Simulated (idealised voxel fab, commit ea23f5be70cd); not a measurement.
process module | voxel released beams
cross-section cut | 195 nm wide | cells 5 nm
A cross-section is a grid of square cells, given in bands from the top down. A band is one or more rows of cells.
Each band's line starts with the height of the band's top and of its bottom, in nm. Then come its materials from left to right, each with its width in nm. One material with "throughout" fills the band from edge to edge. "air" is empty space.
Height 0 is the level under which the wafer as received is all one material. The lowest band goes on downwards, as in "0 down".
A width such as "30 to 40" changes by the same amount from each row of cells to the next, from the band's top row to its bottom row.
"no change" after a step means that no cell of the cross-section changed.
closed voids: empty space of 8 cells or more with no open way to the top, each as width x height at its distance from the left edge, in nm
after a step's settings: what the simulator itself notes on the step
overlay nm, on a step with a mask: how far to the right of its planned place the mask lay; to the left if negative
plan
1 op RECEIVE | material Si
2 op CONFORMAL_DEP | material Al2O3 | thk nm 10
3 op DIRECTIONAL_DEP | material SiO2 | thk nm 20
4 op MASKED_ETCH | tone open | mask id ANCHOR | width nm 35 | etch materials SiO2 | depth nm 20 | overlay nm 0
5 op CONFORMAL_DEP | material SiN | thk nm 15
6 op PATTERN | tone cover | mask id BEAM | material resist | width nm 100 | thk nm 15 | overlay nm 0
7 op DIRECTIONAL_ETCH | etch materials SiN | depth nm 15
8 op STRIP | etch materials resist
9 op STRIP | etch materials SiO2
first wafer, as planned
as received, after step 1
  0 down: Si throughout
  closed voids: none
after step 2
  10 to 0: Al2O3 throughout
  below 0: unchanged
after step 3
  30 to 10: SiO2 throughout
  below 10: unchanged
after step 4
  30 to 10: SiO2 50 | air 35 | SiO2 110
  below 10: unchanged
after step 5
  45 to 30: SiN 65 | air 5 | SiN 125
  30 to 25: SiO2 50 | SiN 15 | air 5 | SiN 15 | SiO2 110
  25 to 10: SiO2 50 | SiN 35 | SiO2 110
  below 10: unchanged
after step 6
  60 to 45: air 45 | resist 100 | air 50
  45 to 30: SiN 65 | resist 5 | SiN 125
  30 to 25: SiO2 50 | SiN 15 | resist 5 | SiN 15 | SiO2 110
  below 25: unchanged
after step 7
  60 to 45: air 45 | resist 100 | air 50
  45 to 30: air 45 | SiN 20 | resist 5 | SiN 75 | air 50
  below 30: unchanged
after step 8
  45 to 30: air 45 | SiN 20 | air 5 | SiN 75 | air 50
  30 to 25: SiO2 50 | SiN 15 | air 5 | SiN 15 | SiO2 110
  below 25: unchanged
after step 9
  45 to 30: air 45 | SiN 20 | air 5 | SiN 75 | air 50
  30 to 25: air 50 | SiN 15 | air 5 | SiN 15 | air 110
  25 to 10: air 50 | SiN 35 | air 110
  below 10: unchanged
second wafer: like start, like plan, one mistake. Through step 1 it matches the first wafer
when step 2 should have ended
  10 to 0: SiO2 throughout
  below 0: unchanged
when step 3 should have ended
  30 to 0: SiO2 throughout
  below 0: unchanged
when step 4 should have ended
  30 to 10: SiO2 50 | air 35 | SiO2 110
  below 10: unchanged
when step 5 should have ended
  45 to 30: SiN 65 | air 5 | SiN 125
  30 to 25: SiO2 50 | SiN 15 | air 5 | SiN 15 | SiO2 110
  25 to 10: SiO2 50 | SiN 35 | SiO2 110
  below 10: unchanged
when step 6 should have ended
  60 to 45: air 45 | resist 100 | air 50
  45 to 30: SiN 65 | resist 5 | SiN 125
  30 to 25: SiO2 50 | SiN 15 | resist 5 | SiN 15 | SiO2 110
  below 25: unchanged
when step 7 should have ended
  60 to 45: air 45 | resist 100 | air 50
  45 to 30: air 45 | SiN 20 | resist 5 | SiN 75 | air 50
  below 30: unchanged
when step 8 should have ended
  45 to 30: air 45 | SiN 20 | air 5 | SiN 75 | air 50
  30 to 25: SiO2 50 | SiN 15 | air 5 | SiN 15 | SiO2 110
  below 25: unchanged
when step 9 should have ended
  0 down: Si throughout
what went wrong: step 2 ran as: op CONFORMAL_DEP | material SiO2 | thk nm 10
at the end the second wafer has, in cells: 78 fewer of Al2O3 | 84 fewer of SiN
